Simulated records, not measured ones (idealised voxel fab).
Title: Process Module voxel ribs on slabs
The width of the displayed cross-section, cut, is 140 nm; its cells are square, with a size of 5 nm.
A cross-section in this document is a grid of square cells, and it is written down as bands, the top band listed before the ones below it; a band is made up of one or more rows of cells.
Band: top and bottom heights (nm) first, top before bottom; then materials from left to right, widths in nm. "edge to edge" marks a sole material filling the band edge to edge. "blank" denotes empty space.
Height 0 is the level under which the wafer as received is all one material. The lowest band goes on downwards, as in "0 and below".
A width such as "30..40" changes by the same amount from each row of cells to the next, from the band's top row to its bottom row.
Take "nothing was modified" at face value: in the step it is given for, the cross-section changed in none of its cells.
"Closed internal cavities" - sealed voids, min. 8 cells, no opening to top; format: width x height at distance (distance from left edge; nm throughout).
What comes after the settings on a step's line is commentary from the simulator itself on that step.
Regarding "overlay nm": on a step with a mask, it is the distance the mask lay to the right of its planned place; a negative value places it to the left.
-- Listed below are the process steps as planned
| 1 | RECEIVE (material Si) |
| 2 | DIRECTIONAL_DEP (material SiO2; thk nm 20) |
| 3 | DIRECTIONAL_DEP (material polySi; thk nm 20) |
| 4 | DIRECTIONAL_DEP (material aC; thk nm 10) |
| 5 | PATTERN (tone cover; mask id RIB; material resist; width nm 20; thk nm 30; overlay nm 0) |
| 6 | DIRECTIONAL_ETCH (etch materials aC; depth nm 10) |
| 7 | STRIP (etch materials resist) |
| 8 | DIRECTIONAL_ETCH (etch materials polySi; depth nm 15) |
| 9 | STRIP (etch materials aC) |
| 10 | MASKED_ETCH (tone cover; mask id SLAB; width nm 50; etch materials polySi; depth nm 5; overlay nm 0) |
| 11 | FILL_DEP (material SiO2; thk nm 20) |
| 12 | CMP (height nm 55) |
| 13 | DIRECTIONAL_DEP (material W; thk nm 10) |
| 14 | MASKED_ETCH (tone cover; mask id HEATER; width nm 30; etch materials W; depth nm 10; overlay nm 0) |
| 15 | CONFORMAL_DEP (material SiN; thk nm 5) |
-- Wafer at receipt (post step 1), cross-section
* 0 and below | Si edge to edge
* Closed internal cavities: none
-- Final wafer profile in cross-section after the module, from the same start and plan as above, with one mistake made during processing
* 70 down to 65 | SiN: 60, then blank: 20, then SiN: 60
* 65 down to 60 | W: 55, then SiN: 5, then blank: 20, then SiN: 5, then W: 55
* 60 down to 55 | W: 55, then SiN: 30, then W: 55
* 55 down to 40 | SiO2 edge to edge
* 40 down to 25 | SiO2: 60, then polySi: 20, then SiO2: 60
* 25 down to 20 | SiO2: 45, then polySi: 50, then SiO2: 45
* 20 down to 0 | SiO2 edge to edge
* 0 and below | Si edge to edge
* Closed internal cavities: none
Nonconformance to the process plan: step 14 ran with different settings than intended, the actual operation and settings being MASKED_ETCH (tone open; mask id HEATER; width nm 30; etch materials W; depth nm 10; overlay nm 0)
